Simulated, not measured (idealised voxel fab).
Process module under the name voxel self aligned contacts
Cross-section cut spans 290 nm and uses square cells 5 nm in size.
Heads up, the way a cross-section reads in here is a grid of square cells, handed over as bands from the top down, with every band being one or more rows of cells.
Quick guide to a band line: top height, bottom height (nm) up front; then every material left to right with its width in nm. Only one material and it's marked "everywhere"? Then it fills the band edge to edge. And "blank" just means empty space.
Zero point of the height axis is 0; under it, received wafer = one material. Lowest band: continues down indefinitely, "z 0 and below".
Top row gets the first number, bottom row gets the second, and each row in between changes by the same step: that is how a band width like "30->40" works.
Where a step carries "no modifications", the cross-section came out of it unchanged, cell for cell.
For the entry "Closed cavity list", the listed items are empty spaces with no open way to the top whose size is 8 cells or more; each item follows the pattern width x height at distance, where distance is from the left edge and all three are in nm.
On a step's line, text after the settings is the simulator commenting on that step.
When a step includes a mask, the "overlay nm" setting on its line states how far to the right of its planned place that mask lay, and negative values state how far to the left.

[Below is the list of planned process steps]
1 RECEIVE: material Si
2 CONFORMAL_DEP: material SiO2, thk nm 5
3 DIRECTIONAL_DEP: material polySi, thk nm 25
4 DIRECTIONAL_DEP: material SiN, thk nm 20
5 DIRECTIONAL_DEP: material aC, thk nm 10
6 PATTERN: tone cover, mask id GATE, material resist, width nm 35, pitch nm 60, thk nm 25, overlay nm 0
7 DIRECTIONAL_ETCH: etch materials aC, depth nm 10
8 STRIP: etch materials resist
9 DIRECTIONAL_ETCH: etch materials SiN, depth nm 20
10 DIRECTIONAL_ETCH: etch materials polySi, depth nm 25
11 STRIP: etch materials aC
12 CONFORMAL_DEP: material SiN, thk nm 5
13 DIRECTIONAL_ETCH: etch materials SiN, depth nm 5
14 FILL_DEP: material SiO2, thk nm 10
15 CMP: height nm 55
16 MASKED_ETCH: tone open, mask id CONTACT, width nm 35, etch materials SiO2, depth nm 55, overlay nm 0
17 CONFORMAL_DEP: material TiN, thk nm 5
18 FILL_DEP: material W, thk nm 5
19 CMP: height nm 55
20 CONFORMAL_DEP: material SiN, thk nm 5

[Run as planned: first of two wafers]

[Cross-section of the wafer as it came to us, i.e., already through step 1]
	z 0 and below = Si everywhere
	Closed cavity list: none

[Cross-section: wafer state after step 2]
	z 5 to 0 = SiO2 everywhere
	Lower than 0, everything is as it was.

[Cross-section: wafer state after step 3]
	z 30 to 5 = polySi everywhere
	Lower than 5, everything is as it was.

[Cross-section: wafer state after step 4]
	z 50 to 30 = SiN everywhere
	Lower than 30, everything is as it was.

[Cross-section: wafer state after step 5]
	z 60 to 50 = aC everywhere
	Lower than 50, everything is as it was.

[Cross-section: wafer state after step 6]
	z 85 to 60 = 95 of blank / 35 of resist / 25 of blank / 35 of resist / 100 of blank
	Lower than 60, everything is as it was.

[Cross-section: wafer state after step 7]
	z 75 to 60 = 95 of blank / 35 of resist / 25 of blank / 35 of resist / 100 of blank
	z 60 to 50 = 95 of blank / 35 of aC / 25 of blank / 35 of aC / 100 of blank
	Lower than 50, everything is as it was.

[Cross-section: wafer state after step 8]
	z 60 to 50 = 95 of blank / 35 of aC / 25 of blank / 35 of aC / 100 of blank
	Lower than 50, everything is as it was.

[Cross-section: wafer state after step 9]
	z 60 to 50 = 95 of blank / 35 of aC / 25 of blank / 35 of aC / 100 of blank
	z 50 to 30 = 95 of blank / 35 of SiN / 25 of blank / 35 of SiN / 100 of blank
	Lower than 30, everything is as it was.

[Cross-section: wafer state after step 10]
	z 60 to 50 = 95 of blank / 35 of aC / 25 of blank / 35 of aC / 100 of blank
	z 50 to 30 = 95 of blank / 35 of SiN / 25 of blank / 35 of SiN / 100 of blank
	z 30 to 5 = 95 of blank / 35 of polySi / 25 of blank / 35 of polySi / 100 of blank
	Lower than 5, everything is as it was.

[Cross-section: wafer state after step 11]
	z 50 to 30 = 95 of blank / 35 of SiN / 25 of blank / 35 of SiN / 100 of blank
	Lower than 30, everything is as it was.

[Cross-section: wafer state after step 12]
	z 55 to 30 = 90 of blank / 45 of SiN / 15 of blank / 45 of SiN / 95 of blank
	z 30 to 10 = 90 of blank / 5 of SiN / 35 of polySi / 5 of SiN / 15 of blank / 5 of SiN / 35 of polySi / 5 of SiN / 95 of blank
	z 10 to 5 = 95 of SiN / 35 of polySi / 25 of SiN / 35 of polySi / 100 of SiN
	Lower than 5, everything is as it was.

[Cross-section: wafer state after step 13]
	z 50 to 30 = 90 of blank / 45 of SiN / 15 of blank / 45 of SiN / 95 of blank
	z 30 to 5 = 90 of blank / 5 of SiN / 35 of polySi / 5 of SiN / 15 of blank / 5 of SiN / 35 of polySi / 5 of SiN / 95 of blank
	Lower than 5, everything is as it was.

[Cross-section: wafer state after step 14]
	z 60 to 50 = SiO2 everywhere
	z 50 to 30 = 90 of SiO2 / 45 of SiN / 15 of SiO2 / 45 of SiN / 95 of SiO2
	z 30 to 5 = 90 of SiO2 / 5 of SiN / 35 of polySi / 5 of SiN / 15 of SiO2 / 5 of SiN / 35 of polySi / 5 of SiN / 95 of SiO2
	Lower than 5, everything is as it was.

[Cross-section: wafer state after step 15]
	z 55 to 50 = SiO2 everywhere
	Lower than 50, everything is as it was.

[Cross-section: wafer state after step 16]
	z 55 to 50 = 125 of SiO2 / 35 of blank / 130 of SiO2
	z 50 to 30 = 90 of SiO2 / 45 of SiN / 15 of blank / 45 of SiN / 95 of SiO2
	z 30 to 5 = 90 of SiO2 / 5 of SiN / 35 of polySi / 5 of SiN / 15 of blank / 5 of SiN / 35 of polySi / 5 of SiN / 95 of SiO2
	z 5 to 0 = 135 of SiO2 / 15 of blank / 140 of SiO2
	Lower than 0, everything is as it was.

[Cross-section: wafer state after step 17]
	z 60 to 55 = 130 of TiN / 25 of blank / 135 of TiN
	z 55 to 50 = 125 of SiO2 / 15 of TiN / 5 of blank / 15 of TiN / 130 of SiO2
	z 50 to 30 = 90 of SiO2 / 45 of SiN / 5 of TiN / 5 of blank / 5 of TiN / 45 of SiN / 95 of SiO2
	z 30 to 5 = 90 of SiO2 / 5 of SiN / 35 of polySi / 5 of SiN / 5 of TiN / 5 of blank / 5 of TiN / 5 of SiN / 35 of polySi / 5 of SiN / 95 of SiO2
	z 5 to 0 = 135 of SiO2 / 15 of TiN / 140 of SiO2
	Lower than 0, everything is as it was.

[Cross-section: wafer state after step 18]
	z 65 to 60 = W everywhere
	z 60 to 55 = 130 of TiN / 25 of W / 135 of TiN
	z 55 to 50 = 125 of SiO2 / 15 of TiN / 5 of W / 15 of TiN / 130 of SiO2
	z 50 to 30 = 90 of SiO2 / 45 of SiN / 5 of TiN / 5 of W / 5 of TiN / 45 of SiN / 95 of SiO2
	z 30 to 5 = 90 of SiO2 / 5 of SiN / 35 of polySi / 5 of SiN / 5 of TiN / 5 of W / 5 of TiN / 5 of SiN / 35 of polySi / 5 of SiN / 95 of SiO2
	Lower than 5, everything is as it was.

[Cross-section: wafer state after step 19]
	z 55 to 50 = 125 of SiO2 / 15 of TiN / 5 of W / 15 of TiN / 130 of SiO2
	Lower than 50, everything is as it was.

[Cross-section: wafer state after step 20]
	z 60 to 55 = SiN everywhere
	Lower than 55, everything is as it was.

[Here the second wafer is described. Its start and its plan were those of the first wafer. Its run contained one mistake. Up to and including step 5, it did exactly what the first wafer did]

[Cross-section of the second wafer at the time by which step 6 should have been completed according to the plan]
	z 85 to 60 = 100 of blank / 30 of resist / 30 of blank / 30 of resist / 100 of blank
	Lower than 60, everything is as it was.

[Cross-section of the second wafer at the time by which step 7 should have been completed according to the plan]
	z 75 to 60 = 100 of blank / 30 of resist / 30 of blank / 30 of resist / 100 of blank
	z 60 to 50 = 100 of blank / 30 of aC / 30 of blank / 30 of aC / 100 of blank
	Lower than 50, everything is as it was.

[Cross-section of the second wafer at the time by which step 8 should have been completed according to the plan]
	z 60 to 50 = 100 of blank / 30 of aC / 30 of blank / 30 of aC / 100 of blank
	Lower than 50, everything is as it was.

[Cross-section of the second wafer at the time by which step 9 should have been completed according to the plan]
	z 60 to 50 = 100 of blank / 30 of aC / 30 of blank / 30 of aC / 100 of blank
	z 50 to 30 = 100 of blank / 30 of SiN / 30 of blank / 30 of SiN / 100 of blank
	Lower than 30, everything is as it was.

[Cross-section of the second wafer at the time by which step 10 should have been completed according to the plan]
	z 60 to 50 = 100 of blank / 30 of aC / 30 of blank / 30 of aC / 100 of blank
	z 50 to 30 = 100 of blank / 30 of SiN / 30 of blank / 30 of SiN / 100 of blank
	z 30 to 5 = 100 of blank / 30 of polySi / 30 of blank / 30 of polySi / 100 of blank
	Lower than 5, everything is as it was.

[Cross-section of the second wafer at the time by which step 11 should have been completed according to the plan]
	z 50 to 30 = 100 of blank / 30 of SiN / 30 of blank / 30 of SiN / 100 of blank
	Lower than 30, everything is as it was.

[Cross-section of the second wafer at the time by which step 12 should have been completed according to the plan]
	z 55 to 30 = 95 of blank / 40 of SiN / 20 of blank / 40 of SiN / 95 of blank
	z 30 to 10 = 95 of blank / 5 of SiN / 30 of polySi / 5 of SiN / 20 of blank / 5 of SiN / 30 of polySi / 5 of SiN / 95 of blank
	z 10 to 5 = 100 of SiN / 30 of polySi / 30 of SiN / 30 of polySi / 100 of SiN
	Lower than 5, everything is as it was.

[Cross-section of the second wafer at the time by which step 13 should have been completed according to the plan]
	z 50 to 30 = 95 of blank / 40 of SiN / 20 of blank / 40 of SiN / 95 of blank
	z 30 to 5 = 95 of blank / 5 of SiN / 30 of polySi / 5 of SiN / 20 of blank / 5 of SiN / 30 of polySi / 5 of SiN / 95 of blank
	Lower than 5, everything is as it was.

[Cross-section of the second wafer at the time by which step 14 should have been completed according to the plan]
	z 60 to 50 = SiO2 everywhere
	z 50 to 30 = 95 of SiO2 / 40 of SiN / 20 of SiO2 / 40 of SiN / 95 of SiO2
	z 30 to 5 = 95 of SiO2 / 5 of SiN / 30 of polySi / 5 of SiN / 20 of SiO2 / 5 of SiN / 30 of polySi / 5 of SiN / 95 of SiO2
	Lower than 5, everything is as it was.

[Cross-section of the second wafer at the time by which step 15 should have been completed according to the plan]
	z 55 to 50 = SiO2 everywhere
	Lower than 50, everything is as it was.

[Cross-section of the second wafer at the time by which step 16 should have been completed according to the plan]
	z 55 to 50 = 125 of SiO2 / 35 of blank / 130 of SiO2
	z 50 to 30 = 95 of SiO2 / 40 of SiN / 20 of blank / 40 of SiN / 95 of SiO2
	z 30 to 5 = 95 of SiO2 / 5 of SiN / 30 of polySi / 5 of SiN / 20 of blank / 5 of SiN / 30 of polySi / 5 of SiN / 95 of SiO2
	z 5 to 0 = 135 of SiO2 / 20 of blank / 135 of SiO2
	Lower than 0, everything is as it was.

[Cross-section of the second wafer at the time by which step 17 should have been completed according to the plan]
	z 60 to 55 = 130 of TiN / 25 of blank / 135 of TiN
	z 55 to 50 = 125 of SiO2 / 15 of TiN / 10 of blank / 10 of TiN / 130 of SiO2
	z 50 to 30 = 95 of SiO2 / 40 of SiN / 5 of TiN / 10 of blank / 5 of TiN / 40 of SiN / 95 of SiO2
	z 30 to 5 = 95 of SiO2 / 5 of SiN / 30 of polySi / 5 of SiN / 5 of TiN / 10 of blank / 5 of TiN / 5 of SiN / 30 of polySi / 5 of SiN / 95 of SiO2
	z 5 to 0 = 135 of SiO2 / 20 of TiN / 135 of SiO2
	Lower than 0, everything is as it was.

[Cross-section of the second wafer at the time by which step 18 should have been completed according to the plan]
	z 65 to 60 = W everywhere
	z 60 to 55 = 130 of TiN / 25 of W / 135 of TiN
	z 55 to 50 = 125 of SiO2 / 15 of TiN / 10 of W / 10 of TiN / 130 of SiO2
	z 50 to 30 = 95 of SiO2 / 40 of SiN / 5 of TiN / 10 of W / 5 of TiN / 40 of SiN / 95 of SiO2
	z 30 to 5 = 95 of SiO2 / 5 of SiN / 30 of polySi / 5 of SiN / 5 of TiN / 10 of W / 5 of TiN / 5 of SiN / 30 of polySi / 5 of SiN / 95 of SiO2
	Lower than 5, everything is as it was.

[Cross-section of the second wafer at the time by which step 19 should have been completed according to the plan]
	z 55 to 50 = 125 of SiO2 / 15 of TiN / 10 of W / 10 of TiN / 130 of SiO2
	Lower than 50, everything is as it was.

[Cross-section of the second wafer at the time by which step 20 should have been completed according to the plan]
	z 60 to 55 = SiN everywhere
	Lower than 55, everything is as it was.
Deviation from plan: step 6 ran with different settings than intended, the actual operation and settings being PATTERN: tone cover, mask id GATE, material resist, width nm 30, pitch nm 60, thk nm 25, overlay nm 0
Wafer comparison, final, in cells, second relative to first, materials more or fewer: -8 SiN | +8 SiO2 | +10 W | -10 polySi
